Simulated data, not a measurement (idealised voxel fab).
Name of the process module below: voxel self aligned vias
Square cell edge 5 nm, section width 145 nm, ID cut.
We lay out every cross-section as a grid of square cells and spell it out in bands from the top down, where one band means one or more rows of cells.
Basically the band line says how high the top is and how high the bottom is, in nm, and then what's in it from left to right, every material with its width in nm. Empty space shows up as "blank", and if a single material carries "all across" it runs the full band edge to edge.
The reference from which all heights are counted is 0, the level beneath which the as-received wafer is entirely one material; the lowest band, having no lower bound, proceeds downward and is written after the example "0 and below".
It should be noted that a width expressed as "30..40" varies in equal increments from row to row of cells within the band, taking the value of the first number at the top row and that of the second number at the bottom row.
"remained the same" -> step changed no cross-section cell.
"Closed empty spaces" means: voids of 8 cells or more that are shut off from the top with no open way through. Written width x height at distance, distance from the left edge, in nm.
Past the settings on a step's line: simulator remark, on that step.
overlay nm: where the mask lay relative to plan, measured to the right, on steps with a mask; negatives go left.
Process steps foreseen in the plan
1: RECEIVE (material Si)
2: CONFORMAL_DEP (material SiO2; thk nm 10)
3: CONFORMAL_DEP (material SiCN; thk nm 5)
4: DIRECTIONAL_DEP (material SiO2; thk nm 30)
5: MASKED_ETCH (tone open; mask id LINES; width nm 30; pitch nm 55; etch materials SiO2; depth nm 30; overlay nm 0)
6: CONFORMAL_DEP (material TiN; thk nm 5)
7: FILL_DEP (material W; thk nm 5)
8: CMP (height nm 45)
9: SELECTIVE_ETCH (etch materials W Ru TiN; depth nm 5)
10: FILL_DEP (material SiN; thk nm 5)
11: CMP (height nm 45)
12: DIRECTIONAL_DEP (material SiO2; thk nm 15)
13: MASKED_ETCH (tone open; mask id VIAS; width nm 40; etch materials SiO2; depth nm 15; overlay nm 0)
14: MASKED_ETCH (tone open; mask id VIAS; width nm 40; etch materials SiN; depth nm 5; overlay nm 0)
15: CONFORMAL_DEP (material TiN; thk nm 5)
16: FILL_DEP (material Ru; thk nm 5)
17: CMP (height nm 60)
18: CONFORMAL_DEP (material SiN; thk nm 5)
Below: the first of two wafers, run as planned
Cross-section of the wafer upon arrival, representing the state reached after step 1
	0 and below | Si all across
	Closed empty spaces: none
Presented here is a cross-section of the wafer after step 2 has been performed
	10 down to 0 | SiO2 all across
	Unchanged below 0.
Presented here is a cross-section of the wafer after step 3 has been performed
	15 down to 10 | SiCN all across
	Unchanged below 10.
Presented here is a cross-section of the wafer after step 4 has been performed
	45 down to 15 | SiO2 all across
	Unchanged below 15.
Presented here is a cross-section of the wafer after step 5 has been performed
	45 down to 15 | SiO2 30  blank 30  SiO2 25  blank 30  SiO2 30
	Unchanged below 15.
Presented here is a cross-section of the wafer after step 6 has been performed
	50 down to 45 | TiN 35  blank 20  TiN 35  blank 20  TiN 35
	45 down to 20 | SiO2 30  TiN 5  blank 20  TiN 5  SiO2 25  TiN 5  blank 20  TiN 5  SiO2 30
	20 down to 15 | SiO2 30  TiN 30  SiO2 25  TiN 30  SiO2 30
	Unchanged below 15.
Presented here is a cross-section of the wafer after step 7 has been performed
	55 down to 50 | W all across
	50 down to 45 | TiN 35  W 20  TiN 35  W 20  TiN 35
	45 down to 20 | SiO2 30  TiN 5  W 20  TiN 5  SiO2 25  TiN 5  W 20  TiN 5  SiO2 30
	Unchanged below 20.
Presented here is a cross-section of the wafer after step 8 has been performed
	45 down to 20 | SiO2 30  TiN 5  W 20  TiN 5  SiO2 25  TiN 5  W 20  TiN 5  SiO2 30
	Unchanged below 20.
Presented here is a cross-section of the wafer after step 9 has been performed
	45 down to 40 | SiO2 30  blank 30  SiO2 25  blank 30  SiO2 30
	Unchanged below 40.
Presented here is a cross-section of the wafer after step 10 has been performed
	50 down to 45 | SiN all across
	45 down to 40 | SiO2 30  SiN 30  SiO2 25  SiN 30  SiO2 30
	Unchanged below 40.
Presented here is a cross-section of the wafer after step 11 has been performed
	45 down to 40 | SiO2 30  SiN 30  SiO2 25  SiN 30  SiO2 30
	Unchanged below 40.
Presented here is a cross-section of the wafer after step 12 has been performed
	60 down to 45 | SiO2 all across
	Unchanged below 45.
Presented here is a cross-section of the wafer after step 13 has been performed
	60 down to 45 | SiO2 25  blank 40  SiO2 80
	Unchanged below 45.
Presented here is a cross-section of the wafer after step 14 has been performed
	60 down to 45 | SiO2 25  blank 40  SiO2 80
	45 down to 40 | SiO2 30  blank 30  SiO2 25  SiN 30  SiO2 30
	Unchanged below 40.
Presented here is a cross-section of the wafer after step 15 has been performed
	65 down to 60 | TiN 30  blank 30  TiN 85
	60 down to 50 | SiO2 25  TiN 5  blank 30  TiN 5  SiO2 80
	50 down to 45 | SiO2 25  TiN 10  blank 20  TiN 10  SiO2 80
	45 down to 40 | SiO2 30  TiN 30  SiO2 25  SiN 30  SiO2 30
	Unchanged below 40.
Presented here is a cross-section of the wafer after step 16 has been performed
	70 down to 65 | Ru all across
	65 down to 60 | TiN 30  Ru 30  TiN 85
	60 down to 50 | SiO2 25  TiN 5  Ru 30  TiN 5  SiO2 80
	50 down to 45 | SiO2 25  TiN 10  Ru 20  TiN 10  SiO2 80
	Unchanged below 45.
Presented here is a cross-section of the wafer after step 17 has been performed
	60 down to 50 | SiO2 25  TiN 5  Ru 30  TiN 5  SiO2 80
	Unchanged below 50.
Presented here is a cross-section of the wafer after step 18 has been performed
	65 down to 60 | SiN all across
	Unchanged below 60.
Here the second wafer is described. Its start and its plan were those of the first wafer. Its run contained one mistake. Up to and including step 17, it did exactly what the first wafer did
Second wafer profile in section, at the moment step 18 of the plan was meant to be complete
	65 down to 60 | SiCN all across
	Unchanged below 60.
So what did we get wrong on this run? so step 18 ended up running with a different setting than we planned, it ran as CONFORMAL_DEP (material SiCN; thk nm 5)
Count the cells at the end and the second wafer has more or fewer of some materials than the first: +29 SiCN | -29 SiN
